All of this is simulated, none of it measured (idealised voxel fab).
Process module under the name voxel released beams
Each square cell in cross-section cut measures 5 nm, and the section as a whole is 210 nm wide.
Cross-section format: a grid of square cells, given as bands from top to bottom; each band is one or more rows of cells.
Within each band entry, the heights of the top and of the bottom of the band appear first, in that order and in nm; the materials of the band then follow from left to right, each with its corresponding width in nm. The designation "all across" on a single material indicates that it fills the band from edge to edge; the designation "blank" indicates empty space.
Basically, 0 is our baseline, since under it the wafer straight out of the box is all one material. The bottom band has no lower end and keeps on going down, so it looks like "top 0, no bottom".
Think of "30->40" as a width that walks from the first number to the second as you go down the band, top row to bottom row, taking equal-sized steps from row to row.
"no change occurred", as given for a step, is the statement that not any cell of the cross-section underwent a change during that step.
You'll see "Enclosed cavities" listing empty spaces that have no way open to the top, as long as they're 8 cells or more; the notation is width x height at distance, where the distance is from the left edge, and all of it is in nm.
Anything after a step's settings on that line? It's the simulator's own note about the step.
On any step carrying a mask, the "overlay nm" setting, if present on the step's line, tells how far right of its planned place the mask lay; negative values point to the left.
Each pair of cross-sections that follows straddles one process step: the one shows the state before the step, the other the state after it, down to the lowest band that changed and no further. The step in question, and its settings, are given under the pair. Note that a pair is not necessarily a continuation of the pair above it, since pairs can come from different runs of this module on the same starting wafer; it is a continuation only where its entry headed "Ahead of processing" says so.
**Ahead of processing**
    top 0, no bottom | Si all across
    Enclosed cavities: none
**Sectional View, Post-Process**
    top 10, bottom 0 | Al2O3 all across
    Beneath the level 0, the cross-section is identical to its previous state.
    Enclosed cavities: none
Step between the pre-process and post-process cross-sections given above: CONFORMAL_DEP (material Al2O3; thk nm 10)
Ahead of processing: the state before this step is the cross-section shown after the step in the pair just above.
**Sectional View, Post-Process**
    top 30, bottom 10 | SiO2 all across
    Beneath the level 10, the cross-section is identical to its previous state.
    Enclosed cavities: none
Step between the pre-process and post-process cross-sections given above: DIRECTIONAL_DEP (material SiO2; thk nm 20)
Ahead of processing: the state before this step is the cross-section shown after the step in the pair just above.
**Sectional View, Post-Process**
    top 50, bottom 30 | resist 50; blank 35; resist 125
    Beneath the level 30, the cross-section is identical to its previous state.
    Enclosed cavities: none
Step between the pre-process and post-process cross-sections given above: PATTERN (tone open; mask id ANCHOR; material resist; width nm 35; thk nm 20; overlay nm 0)
Ahead of processing: the state before this step is the cross-section shown after the step in the pair just above.
**Sectional View, Post-Process**
    top 50, bottom 30 | resist 50; blank 35; resist 125
    top 30, bottom 10 | SiO2 50; blank 35; SiO2 125
    Beneath the level 10, the cross-section is identical to its previous state.
    Enclosed cavities: none
Step between the pre-process and post-process cross-sections given above: DIRECTIONAL_ETCH (etch materials SiO2; depth nm 20)
Ahead of processing: the state before this step is the cross-section shown after the step in the pair just above.
**Sectional View, Post-Process**
    top 30, bottom 10 | SiO2 50; blank 35; SiO2 125
    Beneath the level 10, the cross-section is identical to its previous state.
    Enclosed cavities: none
Step between the pre-process and post-process cross-sections given above: STRIP (etch materials resist)
Ahead of processing: the state before this step is the cross-section shown after the step in the pair just above.
**Sectional View, Post-Process**
    top 45, bottom 30 | polySi 65; blank 5; polySi 140
    top 30, bottom 25 | SiO2 50; polySi 15; blank 5; polySi 15; SiO2 125
    top 25, bottom 10 | SiO2 50; polySi 35; SiO2 125
    Beneath the level 10, the cross-section is identical to its previous state.
    Enclosed cavities: none
Step between the pre-process and post-process cross-sections given above: CONFORMAL_DEP (material polySi; thk nm 15)
Ahead of processing: the state before this step is the cross-section shown after the step in the pair just above.
**Sectional View, Post-Process**
    top 45, bottom 30 | blank 45; polySi 20; blank 5; polySi 90; blank 50
    Beneath the level 30, the cross-section is identical to its previous state.
    Enclosed cavities: none
Step between the pre-process and post-process cross-sections given above: MASKED_ETCH (tone cover; mask id BEAM; width nm 115; etch materials polySi; depth nm 15; overlay nm 0)
Ahead of processing: the state before this step is the cross-section shown after the step in the pair just above.
**Sectional View, Post-Process**
    top 45, bottom 30 | blank 45; polySi 20; blank 5; polySi 90; blank 50
    top 30, bottom 25 | blank 50; polySi 15; blank 5; polySi 15; blank 125
    top 25, bottom 10 | blank 50; polySi 35; blank 125
    Beneath the level 10, the cross-section is identical to its previous state.
    Enclosed cavities: none
Step between the pre-process and post-process cross-sections given above: STRIP (etch materials SiO2)
**Ahead of processing**
    top 0, no bottom | Si all across
    Enclosed cavities: none
**Sectional View, Post-Process**
    top 20, bottom 0 | SiO2 all across
    Beneath the level 0, the cross-section is identical to its previous state.
    Enclosed cavities: none
Step between the pre-process and post-process cross-sections given above: DIRECTIONAL_DEP (material SiO2; thk nm 20)
Ahead of processing: the state before this step is the cross-section shown after the step in the pair just above.
**Sectional View, Post-Process**
    top 40, bottom 20 | resist 50; blank 35; resist 125
    Beneath the level 20, the cross-section is identical to its previous state.
    Enclosed cavities: none
Step between the pre-process and post-process cross-sections given above: PATTERN (tone open; mask id ANCHOR; material resist; width nm 35; thk nm 20; overlay nm 0)
Ahead of processing: the state before this step is the cross-section shown after the step in the pair just above.
**Sectional View, Post-Process**
    top 40, bottom 20 | resist 50; blank 35; resist 125
    top 20, bottom 0 | SiO2 50; blank 35; SiO2 125
    Beneath the level 0, the cross-section is identical to its previous state.
    Enclosed cavities: none
Step between the pre-process and post-process cross-sections given above: DIRECTIONAL_ETCH (etch materials SiO2; depth nm 20)
Ahead of processing: the state before this step is the cross-section shown after the step in the pair just above.
**Sectional View, Post-Process**
    top 20, bottom 0 | SiO2 50; blank 35; SiO2 125
    Beneath the level 0, the cross-section is identical to its previous state.
    Enclosed cavities: none
Step between the pre-process and post-process cross-sections given above: STRIP (etch materials resist)
Ahead of processing: the state before this step is the cross-section shown after the step in the pair just above.
**Sectional View, Post-Process**
    top 35, bottom 20 | polySi 65; blank 5; polySi 140
    top 20, bottom 15 | SiO2 50; polySi 15; blank 5; polySi 15; SiO2 125
    top 15, bottom 0 | SiO2 50; polySi 35; SiO2 125
    Beneath the level 0, the cross-section is identical to its previous state.
    Enclosed cavities: none
Step between the pre-process and post-process cross-sections given above: CONFORMAL_DEP (material polySi; thk nm 15)
Ahead of processing: the state before this step is the cross-section shown after the step in the pair just above.
**Sectional View, Post-Process**
    top 35, bottom 20 | blank 45; polySi 20; blank 5; polySi 90; blank 50
    Beneath the level 20, the cross-section is identical to its previous state.
    Enclosed cavities: none
Step between the pre-process and post-process cross-sections given above: MASKED_ETCH (tone cover; mask id BEAM; width nm 115; etch materials polySi; depth nm 15; overlay nm 0)
Ahead of processing: the state before this step is the cross-section shown after the step in the pair just above.
**Sectional View, Post-Process**
    top 35, bottom 20 | blank 45; polySi 20; blank 5; polySi 90; blank 50
    top 20, bottom 15 | blank 50; polySi 15; blank 5; polySi 15; blank 125
    top 15, bottom 0 | blank 50; polySi 35; blank 125
    Beneath the level 0, the cross-section is identical to its previous state.
    Enclosed cavities: none
Step between the pre-process and post-process cross-sections given above: STRIP (etch materials SiO2)
**Ahead of processing**
    top 45, bottom 30 | polySi 65; blank 5; polySi 140
    top 30, bottom 25 | SiO2 50; polySi 15; blank 5; polySi 15; SiO2 125
    top 25, bottom 10 | SiO2 50; polySi 35; SiO2 125
    top 10, bottom 0 | Al2O3 all across
    top 0, no bottom | Si all across
    Enclosed cavities: none
**Sectional View, Post-Process**
    top 60, bottom 30 | polySi all across
    top 30, bottom 10 | SiO2 50; polySi 35; SiO2 125
    Beneath the level 10, the cross-section is identical to its previous state.
    Enclosed cavities: none
Step between the pre-process and post-process cross-sections given above: CONFORMAL_DEP (material polySi; thk nm 15)
Ahead of processing: the state before this step is the cross-section shown after the step in the pair just above.
**Sectional View, Post-Process**
    top 60, bottom 45 | blank 45; polySi 115; blank 50
    Beneath the level 45, the cross-section is identical to its previous state.
    Enclosed cavities: none
Step between the pre-process and post-process cross-sections given above: MASKED_ETCH (tone cover; mask id BEAM; width nm 115; etch materials polySi; depth nm 15; overlay nm 0)
**Ahead of processing**
    top 20, bottom 0 | SiO2 all across
    top 0, no bottom | Si all across
    Enclosed cavities: none
**Sectional View, Post-Process**
    top 30, bottom 20 | Al2O3 all across
    Beneath the level 20, the cross-section is identical to its previous state.
    Enclosed cavities: none
Step between the pre-process and post-process cross-sections given above: CONFORMAL_DEP (material Al2O3; thk nm 10)
Ahead of processing: the state before this step is the cross-section shown after the step in the pair just above.
**Sectional View, Post-Process**
    top 50, bottom 30 | resist 50; blank 35; resist 125
    Beneath the level 30, the cross-section is identical to its previous state.
    Enclosed cavities: none
Step between the pre-process and post-process cross-sections given above: PATTERN (tone open; mask id ANCHOR; material resist; width nm 35; thk nm 20; overlay nm 0)
Ahead of processing: the state before this step is the cross-section shown after the step in the pair just above.
**Sectional View, Post-Process**
    top 30, bottom 20 | Al2O3 all across
    Beneath the level 20, the cross-section is identical to its previous state.
    Enclosed cavities: none
Step between the pre-process and post-process cross-sections given above: STRIP (etch materials resist)
Ahead of processing: the state before this step is the cross-section shown after the step in the pair just above.
**Sectional View, Post-Process**
    top 45, bottom 30 | polySi all across
    Beneath the level 30, the cross-section is identical to its previous state.
    Enclosed cavities: none
Step between the pre-process and post-process cross-sections given above: CONFORMAL_DEP (material polySi; thk nm 15)
Ahead of processing: the state before this step is the cross-section shown after the step in the pair just above.
**Sectional View, Post-Process**
    top 45, bottom 30 | blank 45; polySi 115; blank 50
    Beneath the level 30, the cross-section is identical to its previous state.
    Enclosed cavities: none
Step between the pre-process and post-process cross-sections given above: MASKED_ETCH (tone cover; mask id BEAM; width nm 115; etch materials polySi; depth nm 15; overlay nm 0)
**Ahead of processing**
    top 10, bottom 0 | Al2O3 all across
    top 0, no bottom | Si all across
    Enclosed cavities: none
**Sectional View, Post-Process**
    top 25, bottom 10 | SiO2 all across
    Beneath the level 10, the cross-section is identical to its previous state.
    Enclosed cavities: none
Step between the pre-process and post-process cross-sections given above: DIRECTIONAL_DEP (material SiO2; thk nm 15)
Ahead of processing: the state before this step is the cross-section shown after the step in the pair just above.
**Sectional View, Post-Process**
    top 45, bottom 25 | resist 50; blank 35; resist 125
    Beneath the level 25, the cross-section is identical to its previous state.
    Enclosed cavities: none
Step between the pre-process and post-process cross-sections given above: PATTERN (tone open; mask id ANCHOR; material resist; width nm 35; thk nm 20; overlay nm 0)
Ahead of processing: the state before this step is the cross-section shown after the step in the pair just above.
**Sectional View, Post-Process**
    top 45, bottom 25 | resist 50; blank 35; resist 125
    top 25, bottom 10 | SiO2 50; blank 35; SiO2 125
    Beneath the level 10, the cross-section is identical to its previous state.
    Enclosed cavities: none
Step between the pre-process and post-process cross-sections given above: DIRECTIONAL_ETCH (etch materials SiO2; depth nm 20)
Ahead of processing: the state before this step is the cross-section shown after the step in the pair just above.
**Sectional View, Post-Process**
    top 25, bottom 10 | SiO2 50; blank 35; SiO2 125
    Beneath the level 10, the cross-section is identical to its previous state.
    Enclosed cavities: none
Step between the pre-process and post-process cross-sections given above: STRIP (etch materials resist)
Ahead of processing: the state before this step is the cross-section shown after the step in the pair just above.
**Sectional View, Post-Process**
    top 40, bottom 25 | polySi 65; blank 5; polySi 140
    top 25, bottom 10 | SiO2 50; polySi 35; SiO2 125
    Beneath the level 10, the cross-section is identical to its previous state.
    Enclosed cavities: none
Step between the pre-process and post-process cross-sections given above: CONFORMAL_DEP (material polySi; thk nm 15)
Ahead of processing: the state before this step is the cross-section shown after the step in the pair just above.
**Sectional View, Post-Process**
    top 40, bottom 25 | blank 45; polySi 20; blank 5; polySi 90; blank 50
    Beneath the level 25, the cross-section is identical to its previous state.
    Enclosed cavities: none
Step between the pre-process and post-process cross-sections given above: MASKED_ETCH (tone cover; mask id BEAM; width nm 115; etch materials polySi; depth nm 15; overlay nm 0)
Ahead of processing: the state before this step is the cross-section shown after the step in the pair just above.
**Sectional View, Post-Process**
    top 40, bottom 25 | blank 45; polySi 20; blank 5; polySi 90; blank 50
    top 25, bottom 10 | blank 50; polySi 35; blank 125
    Beneath the level 10, the cross-section is identical to its previous state.
    Enclosed cavities: none
Step between the pre-process and post-process cross-sections given above: STRIP (etch materials SiO2)
**Ahead of processing**
    top 45, bottom 30 | polySi 65; blank 5; polySi 140
    top 30, bottom 25 | SiO2 50; polySi 15; blank 5; polySi 15; SiO2 125
    top 25, bottom 10 | SiO2 50; polySi 35; SiO2 125
    top 10, bottom 0 | Al2O3 all across
    top 0, no bottom | Si all across
    Enclosed cavities: none
**Sectional View, Post-Process**
    top 45, bottom 30 | blank 50; polySi 15; blank 5; polySi 85; blank 55
    Beneath the level 30, the cross-section is identical to its previous state.
    Enclosed cavities: none
Step between the pre-process and post-process cross-sections given above: MASKED_ETCH (tone cover; mask id BEAM; width nm 105; etch materials polySi; depth nm 15; overlay nm 0)
Ahead of processing: the state before this step is the cross-section shown after the step in the pair just above.
**Sectional View, Post-Process**
    top 45, bottom 30 | blank 50; polySi 15; blank 5; polySi 85; blank 55
    top 30, bottom 25 | blank 50; polySi 15; blank 5; polySi 15; blank 125
    top 25, bottom 10 | blank 50; polySi 35; blank 125
    Beneath the level 10, the cross-section is identical to its previous state.
    Enclosed cavities: none
Step between the pre-process and post-process cross-sections given above: STRIP (etch materials SiO2)
**Ahead of processing**
    top 45, bottom 30 | polySi 65; blank 5; polySi 140
    top 30, bottom 25 | SiO2 50; polySi 15; blank 5; polySi 15; SiO2 125
    top 25, bottom 10 | SiO2 50; polySi 35; SiO2 125
    top 10, bottom 0 | Al2O3 all across
    top 0, no bottom | Si all across
    Enclosed cavities: none
**Sectional View, Post-Process**
    top 45, bottom 30 | blank 40; polySi 25; blank 5; polySi 85; blank 55
    Beneath the level 30, the cross-section is identical to its previous state.
    Enclosed cavities: none
Step between the pre-process and post-process cross-sections given above: MASKED_ETCH (tone cover; mask id BEAM; width nm 115; etch materials polySi; depth nm 15; overlay nm -5)
Ahead of processing: the state before this step is the cross-section shown after the step in the pair just above.
**Sectional View, Post-Process**
    top 45, bottom 30 | blank 40; polySi 25; blank 5; polySi 85; blank 55
    top 30, bottom 25 | blank 50; polySi 15; blank 5; polySi 15; blank 125
    top 25, bottom 10 | blank 50; polySi 35; blank 125
    Beneath the level 10, the cross-section is identical to its previous state.
    Enclosed cavities: none
Step between the pre-process and post-process cross-sections given above: STRIP (etch materials SiO2)
**Ahead of processing**
    top 10, bottom 0 | Al2O3 all across
    top 0, no bottom | Si all across
    Enclosed cavities: none
**Sectional View, Post-Process**
    top 30, bottom 10 | polySi all across
    Beneath the level 10, the cross-section is identical to its previous state.
    Enclosed cavities: none
Step between the pre-process and post-process cross-sections given above: DIRECTIONAL_DEP (material polySi; thk nm 20)
Ahead of processing: the state before this step is the cross-section shown after the step in the pair just above.
**Sectional View, Post-Process**
    top 50, bottom 30 | resist 50; blank 35; resist 125
    Beneath the level 30, the cross-section is identical to its previous state.
    Enclosed cavities: none
Step between the pre-process and post-process cross-sections given above: PATTERN (tone open; mask id ANCHOR; material resist; width nm 35; thk nm 20; overlay nm 0)
Ahead of processing: the state before this step is the cross-section shown after the step in the pair just above.
**Sectional View, Post-Process**
    top 30, bottom 10 | polySi all across
    Beneath the level 10, the cross-section is identical to its previous state.
    Enclosed cavities: none
Step between the pre-process and post-process cross-sections given above: STRIP (etch materials resist)
Ahead of processing: the state before this step is the cross-section shown after the step in the pair just above.
**Sectional View, Post-Process**
    top 45, bottom 10 | polySi all across
    Beneath the level 10, the cross-section is identical to its previous state.
    Enclosed cavities: none
Step between the pre-process and post-process cross-sections given above: CONFORMAL_DEP (material polySi; thk nm 15)
Ahead of processing: the state before this step is the cross-section shown after the step in the pair just above.
**Sectional View, Post-Process**
    top 45, bottom 30 | blank 45; polySi 115; blank 50
    Beneath the level 30, the cross-section is identical to its previous state.
    Enclosed cavities: none
Step between the pre-process and post-process cross-sections given above: MASKED_ETCH (tone cover; mask id BEAM; width nm 115; etch materials polySi; depth nm 15; overlay nm 0)
**Ahead of processing**
    top 45, bottom 30 | polySi 65; blank 5; polySi 140
    top 30, bottom 25 | SiO2 50; polySi 15; blank 5; polySi 15; SiO2 125
    top 25, bottom 10 | SiO2 50; polySi 35; SiO2 125
    top 10, bottom 0 | Al2O3 all across
    top 0, no bottom | Si all across
    Enclosed cavities: none
**Sectional View, Post-Process**
    top 45, bottom 30 | polySi 45; blank 115; polySi 50
    top 30, bottom 10 | SiO2 50; polySi 15; blank 5; polySi 15; SiO2 125
    Beneath the level 10, the cross-section is identical to its previous state.
    Enclosed cavities: none
Step between the pre-process and post-process cross-sections given above: MASKED_ETCH (tone open; mask id BEAM; width nm 115; etch materials polySi; depth nm 15; overlay nm 0)
Ahead of processing: the state before this step is the cross-section shown after the step in the pair just above.
**Sectional View, Post-Process**
    top 30, bottom 10 | blank 50; polySi 15; blank 5; polySi 15; blank 125
    Beneath the level 10, the cross-section is identical to its previous state.
    Enclosed cavities: none
Step between the pre-process and post-process cross-sections given above: STRIP (etch materials SiO2)
